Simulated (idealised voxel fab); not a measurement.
Title: Process Module voxel gate over fins
Pictured: cross-section cut, 240 nm wide, on a grid of 5 nm square cells.
Heads up, the way a cross-section reads in here is a grid of square cells, handed over as bands from the top down, with every band being one or more rows of cells.
Band: top height; bottom height; in nm. Then, left to right: material with width in nm, for each material. "all across": a single material spanning edge to edge. "empty": empty space.
Heights from 0 (as-received wafer is one material below). Bottom band endless downward, as "0 -> down".
The notation "30 to 40" denotes a width that varies across the rows of cells in the band, beginning at the first number in the top row, finishing at the second number in the bottom row, and changing by an identical amount from each row to the next.
"no alterations made", as given for a step, is the statement that not any cell of the cross-section underwent a change during that step.
Closed-off voids of 8+ cells (no open route to the top) go in "Enclosed void list", written width x height at distance from the left edge, in nm.
Step line, after settings: the simulator's comment on this step.
overlay nm: for a step with a mask, the amount by which the mask lay right of where it was planned; a negative amount means left of it.

These are the steps we planned for the process
1) RECEIVE [material Si]
2) CONFORMAL_DEP [material SiN] [thk nm 10]
3) PATTERN [tone cover] [mask id FINS] [material resist] [width nm 15] [pitch nm 35] [thk nm 15] [overlay nm 0]
4) DIRECTIONAL_ETCH [etch materials SiN] [depth nm 10]
5) DIRECTIONAL_ETCH [etch materials Si] [depth nm 40]
6) STRIP [etch materials resist]
7) FILL_DEP [material SiO2] [thk nm 10]
8) CMP [height nm 10]
9) SELECTIVE_ETCH [etch materials SiO2] [depth nm 20]
10) STRIP [etch materials SiN]
11) CONFORMAL_DEP [material HfO2] [thk nm 5]
12) CONFORMAL_DEP [material TiN] [thk nm 5]
13) CONFORMAL_DEP [material TiAl] [thk nm 5]
14) CONFORMAL_DEP [material TiN] [thk nm 5]
15) FILL_DEP [material W] [thk nm 10]
16) CMP [height nm 25]
17) CONFORMAL_DEP [material SiCN] [thk nm 10]

So this is the incoming wafer in cross-section - it's already been through step 1
> 0 -> down: Si all across
> Enclosed void list: none

The first of the two wafers as seen in cross-section once the module was finished; processing followed the plan
> 35 -> 25: SiCN all across
> 25 -> 20: W all across
> 20 -> 15: 55 W / 125 TiN / 60 W
> 15 -> 10: 55 W / 5 TiN / 115 TiAl / 5 TiN / 60 W
> 10 -> 5: 60 TiN / 5 TiAl / 105 TiN / 5 TiAl / 65 TiN
> 5 -> 0: 65 TiAl / 5 TiN / 25 HfO2 / 10 TiN / 25 HfO2 / 10 TiN / 25 HfO2 / 5 TiN / 70 TiAl
> 0 -> -5: 70 TiN / 5 HfO2 / 15 Si / 5 HfO2 / 10 TiN / 5 HfO2 / 15 Si / 5 HfO2 / 10 TiN / 5 HfO2 / 15 Si / 5 HfO2 / 75 TiN
> -5 -> -10: 75 HfO2 / 15 Si / 20 HfO2 / 15 Si / 20 HfO2 / 15 Si / 80 HfO2
> -10 -> -40: 75 SiO2 / 15 Si / 20 SiO2 / 15 Si / 20 SiO2 / 15 Si / 80 SiO2
> -40 -> down: Si all across
> Enclosed void list: none

Cross-sectional view of the second of two wafers upon completion of the module. This wafer shared its starting condition and process plan with the first; one error was made during its execution
> 35 -> 25: SiCN all across
> 25 -> 20: W all across
> 20 -> 15: 65 W / 125 TiN / 50 W
> 15 -> 10: 65 W / 5 TiN / 115 TiAl / 5 TiN / 50 W
> 10 -> 5: 70 TiN / 5 TiAl / 105 TiN / 5 TiAl / 55 TiN
> 5 -> 0: 75 TiAl / 5 TiN / 25 HfO2 / 10 TiN / 25 HfO2 / 10 TiN / 25 HfO2 / 5 TiN / 60 TiAl
> 0 -> -5: 80 TiN / 5 HfO2 / 15 Si / 5 HfO2 / 10 TiN / 5 HfO2 / 15 Si / 5 HfO2 / 10 TiN / 5 HfO2 / 15 Si / 5 HfO2 / 65 TiN
> -5 -> -10: 85 HfO2 / 15 Si / 20 HfO2 / 15 Si / 20 HfO2 / 15 Si / 70 HfO2
> -10 -> -40: 85 SiO2 / 15 Si / 20 SiO2 / 15 Si / 20 SiO2 / 15 Si / 70 SiO2
> -40 -> down: Si all across
> Enclosed void list: none
Heads up, the wafer didn't run the way we planned it: step 3 ran with different settings than intended, the actual operation and settings being PATTERN [tone cover] [mask id FINS] [material resist] [width nm 15] [pitch nm 35] [thk nm 15] [overlay nm 10]
Matching per-material cell counts, mismatched positions: that is how the second wafer compares with the first at the end.
